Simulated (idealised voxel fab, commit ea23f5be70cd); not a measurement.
process module | voxel gate over fins
cross-section cut | 240 nm wide | cells 5 nm
A cross-section is a grid of square cells, given in bands from the top down. A band is one or more rows of cells.
Each band's line starts with the height of the band's top and of its bottom, in nm. Then come its materials from left to right, each with its width in nm. One material with "throughout" fills the band from edge to edge. "air" is empty space.
Height 0 is the level under which the wafer as received is all one material. The lowest band goes on downwards, as in "0 down".
A width such as "30 to 40" changes by the same amount from each row of cells to the next, from the band's top row to its bottom row.
"no change" after a step means that no cell of the cross-section changed.
closed voids: empty space of 8 cells or more with no open way to the top, each as width x height at its distance from the left edge, in nm
after a step's settings: what the simulator itself notes on the step
overlay nm, on a step with a mask: how far to the right of its planned place the mask lay; to the left if negative
Each pair below shows a cross-section before one step and the cross-section after it, down to the lowest band that changed. The line under each pair gives the step between them, with its settings. The pairs can come from different runs of this module on the same starting wafer, so a pair continues from the pair above only where its "before" says so.
before
  10 to 5: air 70 | TiN 25 | air 10 | TiN 25 | air 10 | TiN 25 | air 75
  5 to 0: air 70 | TiN 5 | HfO2 15 | TiN 5 | air 10 | TiN 5 | HfO2 15 | TiN 5 | air 10 | TiN 5 | HfO2 15 | TiN 5 | air 75
  0 to -5: air 70 | TiN 5 | HfO2 5 | Si 5 | HfO2 5 | TiN 5 | air 10 | TiN 5 | HfO2 5 | Si 5 | HfO2 5 | TiN 5 | air 10 | TiN 5 | HfO2 5 | Si 5 | HfO2 5 | TiN 5 | air 75
  -5 to -10: TiN 75 | HfO2 5 | Si 5 | HfO2 5 | TiN 20 | HfO2 5 | Si 5 | HfO2 5 | TiN 20 | HfO2 5 | Si 5 | HfO2 5 | TiN 80
  -10 to -15: HfO2 80 | Si 5 | HfO2 30 | Si 5 | HfO2 30 | Si 5 | HfO2 85
  -15 to -40: SiO2 80 | Si 5 | SiO2 30 | Si 5 | SiO2 30 | Si 5 | SiO2 85
  -40 down: Si throughout
  closed voids: none
after
  20 to 10: HfO2 throughout
  10 to 5: HfO2 70 | TiN 25 | HfO2 10 | TiN 25 | HfO2 10 | TiN 25 | HfO2 75
  5 to 0: HfO2 70 | TiN 5 | HfO2 15 | TiN 5 | HfO2 10 | TiN 5 | HfO2 15 | TiN 5 | HfO2 10 | TiN 5 | HfO2 15 | TiN 5 | HfO2 75
  0 to -5: HfO2 70 | TiN 5 | HfO2 5 | Si 5 | HfO2 5 | TiN 5 | HfO2 10 | TiN 5 | HfO2 5 | Si 5 | HfO2 5 | TiN 5 | HfO2 10 | TiN 5 | HfO2 5 | Si 5 | HfO2 5 | TiN 5 | HfO2 75
  below -5: unchanged
  closed voids: none
the step between: op FILL_DEP | material HfO2 | thk nm 10
before: the cross-section after the pair above
after
  15 to 10: HfO2 throughout
  below 10: unchanged
  closed voids: none
the step between: op CMP | height nm 15
before: the cross-section after the pair above
after
  20 to 15: SiN throughout
  below 15: unchanged
  closed voids: none
the step between: op CONFORMAL_DEP | material SiN | thk nm 5
before
  25 to 10: aC throughout
  10 to 0: SiN throughout
  0 down: Si throughout
  closed voids: none
after
  55 to 25: resist 75 | air 15 | resist 20 | air 15 | resist 20 | air 15 | resist 80
  below 25: unchanged
  closed voids: none
the step between: op PATTERN | tone open | mask id FINS | material resist | width nm 15 | pitch nm 35 | thk nm 30 | overlay nm 0
before: the cross-section after the pair above
after
  40 to 25: resist 75 | air 15 | resist 20 | air 15 | resist 20 | air 15 | resist 80
  25 to 10: aC 75 | air 15 | aC 20 | air 15 | aC 20 | air 15 | aC 80
  below 10: unchanged
  closed voids: none
the step between: op DIRECTIONAL_ETCH | etch materials aC | depth nm 15
before: the cross-section after the pair above
after
  25 to 10: aC 75 | air 15 | aC 20 | air 15 | aC 20 | air 15 | aC 80
  below 10: unchanged
  closed voids: none
the step between: op STRIP | etch materials resist
before: the cross-section after the pair above
after
  25 to 10: aC 75 | air 15 | aC 20 | air 15 | aC 20 | air 15 | aC 80
  10 to 0: SiN 75 | air 15 | SiN 20 | air 15 | SiN 20 | air 15 | SiN 80
  below 0: unchanged
  closed voids: none
the step between: op DIRECTIONAL_ETCH | etch materials SiN | depth nm 10
before: the cross-section after the pair above
after
  25 to 10: aC 75 | air 15 | aC 20 | air 15 | aC 20 | air 15 | aC 80
  10 to 0: SiN 75 | air 15 | SiN 20 | air 15 | SiN 20 | air 15 | SiN 80
  0 to -35: Si 75 | air 15 | Si 20 | air 15 | Si 20 | air 15 | Si 80
  below -35: unchanged
  closed voids: none
the step between: op DIRECTIONAL_ETCH | etch materials Si | depth nm 35
before: the cross-section after the pair above
after
  10 to 0: SiN 75 | air 15 | SiN 20 | air 15 | SiN 20 | air 15 | SiN 80
  below 0: unchanged
  closed voids: none
the step between: op STRIP | etch materials aC
before: the cross-section after the pair above
after
  10 to 0: SiN 75 | air 15 | SiN 20 | air 15 | SiN 20 | air 15 | SiN 80
  0 to -35: Si 70 | SiO2 5 | air 15 | SiO2 5 | Si 10 | SiO2 5 | air 15 | SiO2 5 | Si 10 | SiO2 5 | air 15 | SiO2 5 | Si 75
  -35 to -40: Si 70 | SiO2 25 | Si 10 | SiO2 25 | Si 10 | SiO2 25 | Si 75
  below -40: unchanged
  closed voids: none
the step between: op OXIDIZE | depth nm 5
before: the cross-section after the pair above
after
  15 to 10: SiO2 throughout
  10 to 0: SiN 75 | SiO2 15 | SiN 20 | SiO2 15 | SiN 20 | SiO2 15 | SiN 80
  0 to -40: Si 70 | SiO2 25 | Si 10 | SiO2 25 | Si 10 | SiO2 25 | Si 75
  below -40: unchanged
  closed voids: none
the step between: op FILL_DEP | material SiO2 | thk nm 5
before: the cross-section after the pair above
after
  10 to 0: SiN 75 | SiO2 15 | SiN 20 | SiO2 15 | SiN 20 | SiO2 15 | SiN 80
  below 0: unchanged
  closed voids: none
the step between: op CMP | height nm 10
before: the cross-section after the pair above
after
  10 to 0: SiN 75 | air 15 | SiN 20 | air 15 | SiN 20 | air 15 | SiN 80
  0 to -15: Si 70 | air 25 | Si 10 | air 25 | Si 10 | air 25 | Si 75
  below -15: unchanged
  closed voids: none
the step between: op SELECTIVE_ETCH | etch materials SiO2 | depth nm 25
before: the cross-section after the pair above
after
  0 to -15: Si 70 | air 25 | Si 10 | air 25 | Si 10 | air 25 | Si 75
  below -15: unchanged
  closed voids: none
the step between: op STRIP | etch materials SiN
before: the cross-section after the pair above
after
  5 to 0: HfO2 75 | air 15 | HfO2 20 | air 15 | HfO2 20 | air 15 | HfO2 80
  0 to -10: Si 70 | HfO2 5 | air 15 | HfO2 5 | Si 10 | HfO2 5 | air 15 | HfO2 5 | Si 10 | HfO2 5 | air 15 | HfO2 5 | Si 75
  -10 to -15: Si 70 | HfO2 25 | Si 10 | HfO2 25 | Si 10 | HfO2 25 | Si 75
  below -15: unchanged
  closed voids: none
the step between: op CONFORMAL_DEP | material HfO2 | thk nm 5
before: the cross-section after the pair above
after
  10 to 5: TiN 80 | air 5 | TiN 30 | air 5 | TiN 30 | air 5 | TiN 85
  5 to 0: HfO2 75 | TiN 5 | air 5 | TiN 5 | HfO2 20 | TiN 5 | air 5 | TiN 5 | HfO2 20 | TiN 5 | air 5 | TiN 5 | HfO2 80
  0 to -5: Si 70 | HfO2 5 | TiN 5 | air 5 | TiN 5 | HfO2 5 | Si 10 | HfO2 5 | TiN 5 | air 5 | TiN 5 | HfO2 5 | Si 10 | HfO2 5 | TiN 5 | air 5 | TiN 5 | HfO2 5 | Si 75
  -5 to -10: Si 70 | HfO2 5 | TiN 15 | HfO2 5 | Si 10 | HfO2 5 | TiN 15 | HfO2 5 | Si 10 | HfO2 5 | TiN 15 | HfO2 5 | Si 75
  below -10: unchanged
  closed voids: none
the step between: op CONFORMAL_DEP | material TiN | thk nm 5
before: the cross-section after the pair above
after
  20 to 10: W throughout
  10 to 5: TiN 80 | W 5 | TiN 30 | W 5 | TiN 30 | W 5 | TiN 85
  5 to 0: HfO2 75 | TiN 5 | W 5 | TiN 5 | HfO2 20 | TiN 5 | W 5 | TiN 5 | HfO2 20 | TiN 5 | W 5 | TiN 5 | HfO2 80
  0 to -5: Si 70 | HfO2 5 | TiN 5 | W 5 | TiN 5 | HfO2 5 | Si 10 | HfO2 5 | TiN 5 | W 5 | TiN 5 | HfO2 5 | Si 10 | HfO2 5 | TiN 5 | W 5 | TiN 5 | HfO2 5 | Si 75
  below -5: unchanged
  closed voids: none
the step between: op FILL_DEP | material W | thk nm 10
before: the cross-section after the pair above
after
  15 to 10: W throughout
  below 10: unchanged
  closed voids: none
the step between: op CMP | height nm 15
before: the cross-section after the pair above
after
  20 to 15: SiN throughout
  below 15: unchanged
  closed voids: none
the step between: op CONFORMAL_DEP | material SiN | thk nm 5
